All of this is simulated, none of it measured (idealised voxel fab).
process module | voxel wiring stack
cross-section cut | 200 nm wide | cells 5 nm
A cross-section is a grid of square cells, given in bands from the top down. A band is one or more rows of cells.
Each band's line starts with the height of the band's top and of its bottom, in nm. Then come its materials from left to right, each with its width in nm. One material with "throughout" fills the band from edge to edge. "air" is empty space.
Height 0 is the level under which the wafer as received is all one material. The lowest band goes on downwards, as in "0 down".
A width such as "30 to 40" changes by the same amount from each row of cells to the next, from the band's top row to its bottom row.
"no change" after a step means that no cell of the cross-section changed.
closed voids: empty space of 8 cells or more with no open way to the top, each as width x height at its distance from the left edge, in nm
after a step's settings: what the simulator itself notes on the step
overlay nm, on a step with a mask: how far to the right of its planned place the mask lay; to the left if negative
plan
1 op RECEIVE | material Si
2 op CONFORMAL_DEP | material SiO2 | thk nm 15
3 op DIRECTIONAL_DEP | material TiN | thk nm 5
4 op DIRECTIONAL_DEP | material Ru | thk nm 15
5 op MASKED_ETCH | tone cover | mask id METAL_1 | width nm 25 | pitch nm 50 | etch materials Ru | depth nm 15 | overlay nm 0
6 op MASKED_ETCH | tone cover | mask id METAL_1 | width nm 25 | pitch nm 50 | etch materials TiN | depth nm 5 | overlay nm 0
7 op CONFORMAL_DEP | material SiCN | thk nm 5
8 op FILL_DEP | material SiO2 | thk nm 5
9 op CMP | height nm 35
10 op CONFORMAL_DEP | material SiCN | thk nm 5
11 op DIRECTIONAL_DEP | material SiO2 | thk nm 20
12 op DIRECTIONAL_DEP | material aC | thk nm 10
13 op PATTERN | tone open | mask id PLUG_1 | material resist | width nm 15 | pitch nm 50 | thk nm 25 | overlay nm 0
14 op DIRECTIONAL_ETCH | etch materials aC | depth nm 10
15 op STRIP | etch materials resist
16 op DIRECTIONAL_ETCH | etch materials SiO2 | depth nm 20
17 op DIRECTIONAL_ETCH | etch materials SiCN | depth nm 5
18 op STRIP | etch materials aC
19 op EPI | material Ru | thk nm 10
20 op EPI | material Ru | thk nm 10
21 op EPI | material Ru | thk nm 5
22 op DIRECTIONAL_DEP | material TiN | thk nm 5
23 op DIRECTIONAL_DEP | material Ru | thk nm 20
24 op MASKED_ETCH | tone cover | mask id METAL_2 | width nm 25 | pitch nm 50 | etch materials Ru | depth nm 20 | overlay nm 0
25 op MASKED_ETCH | tone cover | mask id METAL_2 | width nm 25 | pitch nm 50 | etch materials TiN | depth nm 5 | overlay nm 0
26 op CONFORMAL_DEP | material SiN | thk nm 5
27 op FILL_DEP | material SiO2 | thk nm 10
28 op CMP | height nm 85
29 op CONFORMAL_DEP | material SiCN | thk nm 5
30 op DIRECTIONAL_DEP | material lowk | thk nm 15
31 op PATTERN | tone open | mask id PLUG_2 | material resist | width nm 15 | thk nm 15 | overlay nm 0
32 op DIRECTIONAL_ETCH | etch materials lowk | depth nm 15
33 op DIRECTIONAL_ETCH | etch materials SiCN | depth nm 5
34 op STRIP | etch materials resist
35 op CONFORMAL_DEP | material TiN | thk nm 5
36 op FILL_DEP | material Cu | thk nm 10
37 op CMP | height nm 105
38 op DIRECTIONAL_DEP | material TiN | thk nm 5
39 op DIRECTIONAL_DEP | material Ru | thk nm 15
40 op MASKED_ETCH | tone cover | mask id METAL_3 | width nm 25 | pitch nm 50 | etch materials Ru | depth nm 15 | overlay nm 0
41 op MASKED_ETCH | tone cover | mask id METAL_3 | width nm 25 | pitch nm 50 | etch materials TiN | depth nm 5 | overlay nm 0
42 op CONFORMAL_DEP | material SiCN | thk nm 5
43 op FILL_DEP | material lowk | thk nm 10
44 op CMP | height nm 125
45 op CONFORMAL_DEP | material SiCN | thk nm 5
as received, after step 1
  0 down: Si throughout
  closed voids: none
first wafer at the end, as planned
  130 to 125: SiCN throughout
  125 to 110: lowk 55 | SiCN 5 | Ru 25 | SiCN 5 | lowk 15 | SiCN 5 | Ru 25 | SiCN 5 | lowk 60
  110 to 105: SiCN 60 | TiN 25 | SiCN 25 | TiN 25 | SiCN 65
  105 to 90: lowk 60 | TiN 5 | Cu 5 | TiN 5 | lowk 125
  90 to 85: SiCN 60 | TiN 15 | SiCN 125
  85 to 65: SiO2 55 | SiN 5 | Ru 25 | SiN 5 | SiO2 15 | SiN 5 | Ru 25 | SiN 5 | SiO2 60
  65 to 60: SiN 60 | TiN 25 | SiN 25 | TiN 25 | SiN 65
  60 to 40: SiO2 60 | Ru 15 | SiO2 35 | Ru 15 | SiO2 75
  40 to 35: SiCN 60 | Ru 15 | SiCN 35 | Ru 15 | SiCN 75
  35 to 20: SiO2 55 | SiCN 5 | Ru 25 | SiCN 5 | SiO2 15 | SiCN 5 | Ru 25 | SiCN 5 | SiO2 60
  20 to 15: SiCN 60 | TiN 25 | SiCN 25 | TiN 25 | SiCN 65
  15 to 0: SiO2 throughout
  0 down: Si throughout
  closed voids: none
second wafer at the end: like start, like plan, one mistake
  130 to 125: SiCN throughout
  125 to 110: lowk 55 | SiCN 5 | Ru 25 | SiCN 5 | lowk 15 | SiCN 5 | Ru 25 | SiCN 5 | lowk 60
  110 to 105: SiCN 60 | TiN 25 | SiCN 25 | TiN 25 | SiCN 65
  105 to 90: lowk 60 | TiN 5 | Cu 5 | TiN 5 | lowk 125
  90 to 85: SiCN 60 | TiN 15 | SiCN 125
  85 to 80: SiO2 55 | SiN 35 | SiO2 15 | SiN 35 | SiO2 60
  80 to 65: SiO2 55 | SiN 5 | Ru 25 | SiN 5 | SiO2 15 | SiN 5 | Ru 25 | SiN 5 | SiO2 60
  65 to 60: SiN 60 | Ru 25 | SiN 25 | Ru 25 | SiN 65
  60 to 40: SiO2 60 | Ru 15 | SiO2 35 | Ru 15 | SiO2 75
  40 to 35: SiCN 60 | Ru 15 | SiCN 35 | Ru 15 | SiCN 75
  35 to 20: SiO2 55 | SiCN 5 | Ru 25 | SiCN 5 | SiO2 15 | SiCN 5 | Ru 25 | SiCN 5 | SiO2 60
  20 to 15: SiCN 60 | TiN 25 | SiCN 25 | TiN 25 | SiCN 65
  15 to 0: SiO2 throughout
  0 down: Si throughout
  closed voids: none
what went wrong: step 22 was left out
at the end the second wafer has, in cells: 10 more of SiN | 10 fewer of TiN
